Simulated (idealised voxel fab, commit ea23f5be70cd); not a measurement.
process module | voxel ribs on slabs
cross-section cut | 155 nm wide | cells 5 nm
A cross-section is a grid of square cells, given in bands from the top down. A band is one or more rows of cells.
Each band's line starts with the height of the band's top and of its bottom, in nm. Then come its materials from left to right, each with its width in nm. One material with "throughout" fills the band from edge to edge. "air" is empty space.
Height 0 is the level under which the wafer as received is all one material. The lowest band goes on downwards, as in "0 down".
A width such as "30 to 40" changes by the same amount from each row of cells to the next, from the band's top row to its bottom row.
"no change" after a step means that no cell of the cross-section changed.
closed voids: empty space of 8 cells or more with no open way to the top, each as width x height at its distance from the left edge, in nm
after a step's settings: what the simulator itself notes on the step
overlay nm, on a step with a mask: how far to the right of its planned place the mask lay; to the left if negative
plan
1 op RECEIVE | material Si
2 op DIRECTIONAL_DEP | material SiO2 | thk nm 20
3 op DIRECTIONAL_DEP | material polySi | thk nm 25
4 op PATTERN | tone cover | mask id RIB | material resist | width nm 25 | thk nm 15 | overlay nm 0
5 op DIRECTIONAL_ETCH | etch materials polySi | depth nm 5
6 op STRIP | etch materials resist
7 op MASKED_ETCH | tone cover | mask id SLAB | width nm 85 | etch materials polySi | depth nm 20 | overlay nm 0
8 op FILL_DEP | material SiO2 | thk nm 30
9 op CMP | height nm 65
10 op DIRECTIONAL_DEP | material TiN | thk nm 10
11 op DIRECTIONAL_DEP | material aC | thk nm 10
12 op PATTERN | tone cover | mask id HEATER | material resist | width nm 35 | thk nm 30 | overlay nm 0
13 op DIRECTIONAL_ETCH | etch materials aC | depth nm 10
14 op STRIP | etch materials resist
15 op DIRECTIONAL_ETCH | etch materials TiN | depth nm 10
16 op STRIP | etch materials aC
17 op CONFORMAL_DEP | material SiN | thk nm 10
as received, after step 1
  0 down: Si throughout
  closed voids: none
first wafer at the end, as planned
  85 to 75: air 50 | SiN 55 | air 50
  75 to 65: SiN 60 | TiN 35 | SiN 60
  65 to 45: SiO2 throughout
  45 to 40: SiO2 65 | polySi 25 | SiO2 65
  40 to 20: SiO2 35 | polySi 85 | SiO2 35
  20 to 0: SiO2 throughout
  0 down: Si throughout
  closed voids: none
second wafer at the end: like start, like plan, one mistake
  85 to 75: air 50 | aC 55 | air 50
  75 to 65: aC 60 | TiN 35 | aC 60
  65 to 45: SiO2 throughout
  45 to 40: SiO2 65 | polySi 25 | SiO2 65
  40 to 20: SiO2 35 | polySi 85 | SiO2 35
  20 to 0: SiO2 throughout
  0 down: Si throughout
  closed voids: none
what went wrong: step 17 ran as: op CONFORMAL_DEP | material aC | thk nm 10
at the end the second wafer has, in cells: 70 fewer of SiN | 70 more of aC
